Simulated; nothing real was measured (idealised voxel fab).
This section sets out a process module, namely voxel transistor to metal.
The cross-section shown here is cut; it is 215 nm wide and divided into square cells measuring 5 nm on a side.
A cross-section in this document is a grid of square cells, and it is written down as bands, the top band listed before the ones below it; a band is made up of one or more rows of cells. Per band: top height and bottom height in nm, followed by the left-to-right materials and their widths in nm; "full width" marks a single material spanning edge to edge, "air" marks empty space. It should be noted that heights are counted from 0, beneath which the wafer as supplied is of one material throughout, and that the lowest band possesses no lower boundary but continues downward, as written in "0 -> down". Read "30 to 40" as a graded width: first number on top, second number at the bottom, same change between each pair of neighbouring rows. The cross-section has no changed cell in any step marked "no change". In "Enclosed void inventory" the enclosed voids are listed, meaning empty spaces of 8 cells or larger without any opening to the top. The form is width x height at distance, distance from the left edge, units nm. It should be noted that, on the line of a given step, the content following the step's settings is a remark produced by the simulator itself with respect to that step. What "overlay nm" on a step's line means: if the step has a mask, that mask lay this far to the right of its planned place, or, when the value is negative, to the left.

PROCESS STEPS (PLANNED)
1 RECEIVE (material Si)
2 CONFORMAL_DEP (material SiO2; thk nm 5)
3 CONFORMAL_DEP (material SiN; thk nm 15)
4 DIRECTIONAL_DEP (material aC; thk nm 15)
5 PATTERN (tone cover; mask id ACTIVE; material resist; width nm 120; thk nm 35; overlay nm 0)
6 DIRECTIONAL_ETCH (etch materials aC; depth nm 15)
7 STRIP (etch materials resist)
8 DIRECTIONAL_ETCH (etch materials SiN; depth nm 15)
9 DIRECTIONAL_ETCH (etch materials SiO2; depth nm 5)
10 DIRECTIONAL_ETCH (etch materials Si; depth nm 20)
11 STRIP (etch materials aC)
12 OXIDIZE (depth nm 5)
13 FILL_DEP (material SiO2; thk nm 15)
14 CMP (height nm 20)
15 SELECTIVE_ETCH (etch materials SiO2; depth nm 10)
16 STRIP (etch materials SiN)
17 SELECTIVE_ETCH (etch materials SiO2; depth nm 5)
18 OXIDIZE (depth nm 5)
19 DIRECTIONAL_DEP (material polySi; thk nm 25)
20 DIRECTIONAL_DEP (material SiCN; thk nm 10)
21 MASKED_ETCH (tone cover; mask id GATE; width nm 30; etch materials SiCN; depth nm 20; overlay nm 0)
22 MASKED_ETCH (tone cover; mask id GATE; width nm 30; etch materials polySi; depth nm 35; overlay nm 0)
23 CONFORMAL_DEP (material SiO2; thk nm 5)
24 DIRECTIONAL_ETCH (etch materials SiO2; depth nm 5)
25 CONFORMAL_DEP (material SiN; thk nm 10)
26 DIRECTIONAL_ETCH (etch materials SiN; depth nm 10)
27 DIRECTIONAL_ETCH (etch materials SiO2; depth nm 5)
28 EPI (material nSi; thk nm 5)
29 FILL_DEP (material SiO2; thk nm 10)
30 CMP (height nm 25)
31 STRIP (etch materials polySi)
32 SELECTIVE_ETCH (etch materials SiO2; depth nm 5)
33 CONFORMAL_DEP (material HfO2; thk nm 5)
34 CONFORMAL_DEP (material TiN; thk nm 5)
35 FILL_DEP (material W; thk nm 10)
36 CMP (height nm 20)
37 DIRECTIONAL_DEP (material SiO2; thk nm 10)
38 PATTERN (tone open; mask id CONTACT; material resist; width nm 20; pitch nm 90; thk nm 20; overlay nm 0)
39 DIRECTIONAL_ETCH (etch materials SiO2; depth nm 30)
40 STRIP (etch materials resist)
41 CONFORMAL_DEP (material TiN; thk nm 5)
42 FILL_DEP (material Ru; thk nm 5)
43 CMP (height nm 30)
44 DIRECTIONAL_DEP (material TiN; thk nm 5)
45 DIRECTIONAL_DEP (material Ru; thk nm 15)
46 PATTERN (tone cover; mask id METAL_1; material resist; width nm 20; pitch nm 90; thk nm 20; overlay nm 0)
47 DIRECTIONAL_ETCH (etch materials Ru; depth nm 15)
48 DIRECTIONAL_ETCH (etch materials TiN; depth nm 5)
49 STRIP (etch materials resist)
50 CONFORMAL_DEP (material SiCN; thk nm 5)
51 FILL_DEP (material SiO2; thk nm 5)
52 CMP (height nm 50)
53 CONFORMAL_DEP (material SiN; thk nm 5)

AS-RECEIVED STATE OF THE WAFER IN CROSS-SECTION, EQUIVALENT TO POST-STEP 1
0 -> down  Si full width
Enclosed void inventory: none

CROSS-SECTION, FIRST OF TWO WAFERS, END OF MODULE, RUN AS PLANNED
55 -> 50  SiN full width
50 -> 35  45 nm SiO2  5 nm SiCN  20 nm Ru  5 nm SiCN  60 nm SiO2  5 nm SiCN  20 nm Ru  5 nm SiCN  50 nm SiO2
35 -> 30  50 nm SiCN  20 nm TiN  70 nm SiCN  20 nm TiN  55 nm SiCN
30 -> 20  50 nm SiO2  5 nm TiN  10 nm Ru  5 nm TiN  70 nm SiO2  5 nm TiN  10 nm Ru  5 nm TiN  55 nm SiO2
20 -> 10  50 nm SiO2  5 nm TiN  10 nm Ru  5 nm TiN  5 nm SiO2  10 nm SiN  5 nm HfO2  5 nm TiN  20 nm W  5 nm TiN  5 nm HfO2  10 nm SiN  5 nm SiO2  5 nm TiN  10 nm Ru  5 nm TiN  55 nm SiO2
10 -> 5  50 nm SiO2  10 nm TiN  5 nm Ru  5 nm TiN  5 nm SiO2  10 nm SiN  5 nm HfO2  5 nm TiN  20 nm W  5 nm TiN  5 nm HfO2  10 nm SiN  5 nm SiO2  5 nm TiN  5 nm Ru  10 nm TiN  55 nm SiO2
5 -> 0  45 nm SiO2  10 nm SiN  15 nm TiN  5 nm SiO2  10 nm SiN  5 nm HfO2  30 nm TiN  5 nm HfO2  10 nm SiN  5 nm SiO2  15 nm TiN  10 nm SiN  50 nm SiO2
0 -> -5  55 nm SiO2  20 nm nSi  10 nm SiO2  40 nm HfO2  10 nm SiO2  20 nm nSi  60 nm SiO2
-5 -> -25  50 nm SiO2  110 nm Si  55 nm SiO2
-25 -> down  Si full width
Enclosed void inventory: none

WAFER TWO CROSS-SECTION, MODULE END. START AND PLAN UNCHANGED FROM WAFER ONE; ONE MISTAKE MADE DURING THE RUN
55 -> 50  SiN full width
50 -> 35  35 nm SiO2  5 nm SiCN  20 nm Ru  5 nm SiCN  60 nm SiO2  5 nm SiCN  20 nm Ru  5 nm SiCN  60 nm SiO2
35 -> 30  40 nm SiCN  20 nm TiN  70 nm SiCN  20 nm TiN  65 nm SiCN
30 -> 20  50 nm SiO2  5 nm TiN  10 nm Ru  5 nm TiN  70 nm SiO2  5 nm TiN  10 nm Ru  5 nm TiN  55 nm SiO2
20 -> 10  50 nm SiO2  5 nm TiN  10 nm Ru  5 nm TiN  5 nm SiO2  10 nm SiN  5 nm HfO2  5 nm TiN  20 nm W  5 nm TiN  5 nm HfO2  10 nm SiN  5 nm SiO2  5 nm TiN  10 nm Ru  5 nm TiN  55 nm SiO2
10 -> 5  50 nm SiO2  10 nm TiN  5 nm Ru  5 nm TiN  5 nm SiO2  10 nm SiN  5 nm HfO2  5 nm TiN  20 nm W  5 nm TiN  5 nm HfO2  10 nm SiN  5 nm SiO2  5 nm TiN  5 nm Ru  10 nm TiN  55 nm SiO2
5 -> 0  45 nm SiO2  10 nm SiN  15 nm TiN  5 nm SiO2  10 nm SiN  5 nm HfO2  30 nm TiN  5 nm HfO2  10 nm SiN  5 nm SiO2  15 nm TiN  10 nm SiN  50 nm SiO2
0 -> -5  55 nm SiO2  20 nm nSi  10 nm SiO2  40 nm HfO2  10 nm SiO2  20 nm nSi  60 nm SiO2
-5 -> -25  50 nm SiO2  110 nm Si  55 nm SiO2
-25 -> down  Si full width
Enclosed void inventory: none
What went wrong in running the wafer? so step 46 ended up running with a different setting than we planned, it ran as PATTERN (tone cover; mask id METAL_1; material resist; width nm 20; pitch nm 90; thk nm 20; overlay nm -10)
Final state: per-material cell counts identical on both wafers; locations differ.
